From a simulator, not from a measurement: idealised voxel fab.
Process module in this document: voxel gate over fins
215 nm wide, 5 nm square cells: that's cross-section cut.
In this document a cross-section is written as a grid of square cells. It is given as a series of bands, listed from the top down, and a band is one or more rows of cells.
Heights first: top, then bottom, in nm. Then materials, left to right, each with a width in nm. "all across" on a single material: fills the band edge to edge. "blank": empty space.
Ref level 0: as-received wafer is one material below here. Bottom band extends down with no lower bound ("top 0, no bottom").
Quick explanation for "30..40": the width changes in equal steps down the rows of cells, from the first number in the band's top row to the second number in its bottom row.
Take "changes: none" at face value: in the step it is given for, the cross-section changed in none of its cells.
"Closed internal voids" specifies each empty space that is not open to the top and that occupies no fewer than 8 cells, using the form width x height at distance, the distance measured from the left edge and all three quantities in nm.
Where a step's line continues beyond its settings, the continuation is a remark by the simulator itself on that step.
You can add "overlay nm" to a step's line. For a step with a mask, it describes how far the mask lay to the right of its planned position, and a negative number describes a lay to the left.

### Here's what the planned process steps look like
step 1: RECEIVE, material Si
step 2: CONFORMAL_DEP, material SiN, thk nm 10
step 3: PATTERN, tone cover, mask id FINS, material resist, width nm 15, pitch nm 40, thk nm 15, overlay nm 0
step 4: DIRECTIONAL_ETCH, etch materials SiN, depth nm 10
step 5: DIRECTIONAL_ETCH, etch materials Si, depth nm 40
step 6: STRIP, etch materials resist
step 7: FILL_DEP, material SiO2, thk nm 15
step 8: CMP, height nm 10
step 9: SELECTIVE_ETCH, etch materials SiO2, depth nm 20
step 10: STRIP, etch materials SiN
step 11: CONFORMAL_DEP, material HfO2, thk nm 5
step 12: CONFORMAL_DEP, material TiN, thk nm 5
step 13: CONFORMAL_DEP, material TiAl, thk nm 5
step 14: CONFORMAL_DEP, material TiN, thk nm 5
step 15: FILL_DEP, material W, thk nm 15
step 16: CMP, height nm 30
step 17: CONFORMAL_DEP, material SiN, thk nm 10

### Cross-section, incoming material, after step 1
> top 0, no bottom: Si all across
> Closed internal voids: none

### first wafer at the end, as planned
> top 40, bottom 30: SiN all across
> top 30, bottom 20: W all across
> top 20, bottom 15: W (20)  TiN (175)  W (20)
> top 15, bottom 10: W (20)  TiN (5)  TiAl (165)  TiN (5)  W (20)
> top 10, bottom 5: TiN (25)  TiAl (5)  TiN (35)  TiAl (5)  TiN (35)  TiAl (5)  TiN (35)  TiAl (5)  TiN (35)  TiAl (5)  TiN (25)
> top 5, bottom 0: TiAl (30)  TiN (5)  HfO2 (25)  TiN (5)  TiAl (5)  TiN (5)  HfO2 (25)  TiN (5)  TiAl (5)  TiN (5)  HfO2 (25)  TiN (5)  TiAl (5)  TiN (5)  HfO2 (25)  TiN (5)  TiAl (30)
> top 0, bottom -5: TiN (35)  HfO2 (5)  Si (15)  HfO2 (5)  TiN (15)  HfO2 (5)  Si (15)  HfO2 (5)  TiN (15)  HfO2 (5)  Si (15)  HfO2 (5)  TiN (15)  HfO2 (5)  Si (15)  HfO2 (5)  TiN (35)
> top -5, bottom -10: HfO2 (40)  Si (15)  HfO2 (25)  Si (15)  HfO2 (25)  Si (15)  HfO2 (25)  Si (15)  HfO2 (40)
> top -10, bottom -40: SiO2 (40)  Si (15)  SiO2 (25)  Si (15)  SiO2 (25)  Si (15)  SiO2 (25)  Si (15)  SiO2 (40)
> top -40, no bottom: Si all across
> Closed internal voids: none

### Here is the second of the two wafers cut open at the end of the module - same start, same plan as the first one, but we made one mistake running it
> top 40, bottom 30: SiN all across
> top 30, bottom 20: W all across
> top 20, bottom 15: W (20)  TiN (175)  W (20)
> top 15, bottom 10: W (20)  TiN (5)  TiAl (165)  TiN (5)  W (20)
> top 10, bottom 5: W (20)  TiN (5)  TiAl (5)  TiN (35)  TiAl (5)  TiN (35)  TiAl (5)  TiN (35)  TiAl (5)  TiN (35)  TiAl (5)  TiN (5)  W (20)
> top 5, bottom 0: W (20)  TiN (5)  TiAl (5)  TiN (5)  HfO2 (25)  TiN (5)  TiAl (5)  TiN (5)  HfO2 (25)  TiN (5)  TiAl (5)  TiN (5)  HfO2 (25)  TiN (5)  TiAl (5)  TiN (5)  HfO2 (25)  TiN (5)  TiAl (5)  TiN (5)  W (20)
> top 0, bottom -10: W (20)  TiN (5)  TiAl (5)  TiN (5)  HfO2 (5)  Si (15)  HfO2 (5)  TiN (5)  TiAl (5)  TiN (5)  HfO2 (5)  Si (15)  HfO2 (5)  TiN (5)  TiAl (5)  TiN (5)  HfO2 (5)  Si (15)  HfO2 (5)  TiN (5)  TiAl (5)  TiN (5)  HfO2 (5)  Si (15)  HfO2 (5)  TiN (5)  TiAl (5)  TiN (5)  W (20)
> top -10, bottom -15: TiN (25)  TiAl (5)  TiN (5)  HfO2 (5)  Si (15)  HfO2 (5)  TiN (5)  TiAl (5)  TiN (5)  HfO2 (5)  Si (15)  HfO2 (5)  TiN (5)  TiAl (5)  TiN (5)  HfO2 (5)  Si (15)  HfO2 (5)  TiN (5)  TiAl (5)  TiN (5)  HfO2 (5)  Si (15)  HfO2 (5)  TiN (5)  TiAl (5)  TiN (25)
> top -15, bottom -20: TiAl (30)  TiN (5)  HfO2 (5)  Si (15)  HfO2 (5)  TiN (5)  TiAl (5)  TiN (5)  HfO2 (5)  Si (15)  HfO2 (5)  TiN (5)  TiAl (5)  TiN (5)  HfO2 (5)  Si (15)  HfO2 (5)  TiN (5)  TiAl (5)  TiN (5)  HfO2 (5)  Si (15)  HfO2 (5)  TiN (5)  TiAl (30)
> top -20, bottom -25: TiN (35)  HfO2 (5)  Si (15)  HfO2 (5)  TiN (15)  HfO2 (5)  Si (15)  HfO2 (5)  TiN (15)  HfO2 (5)  Si (15)  HfO2 (5)  TiN (15)  HfO2 (5)  Si (15)  HfO2 (5)  TiN (35)
> top -25, bottom -30: HfO2 (40)  Si (15)  HfO2 (25)  Si (15)  HfO2 (25)  Si (15)  HfO2 (25)  Si (15)  HfO2 (40)
> top -30, bottom -40: SiO2 (40)  Si (15)  SiO2 (25)  Si (15)  SiO2 (25)  Si (15)  SiO2 (25)  Si (15)  SiO2 (40)
> top -40, no bottom: Si all across
> Closed internal voids: none
Heads up, the wafer didn't run the way we planned it: execution of plan step 9 occurred twice
Final tally in cells, some materials are higher or lower on the second wafer than on the first: 32 more of HfO2; 124 fewer of SiO2; 20 more of TiAl; 40 more of TiN; 32 more of W
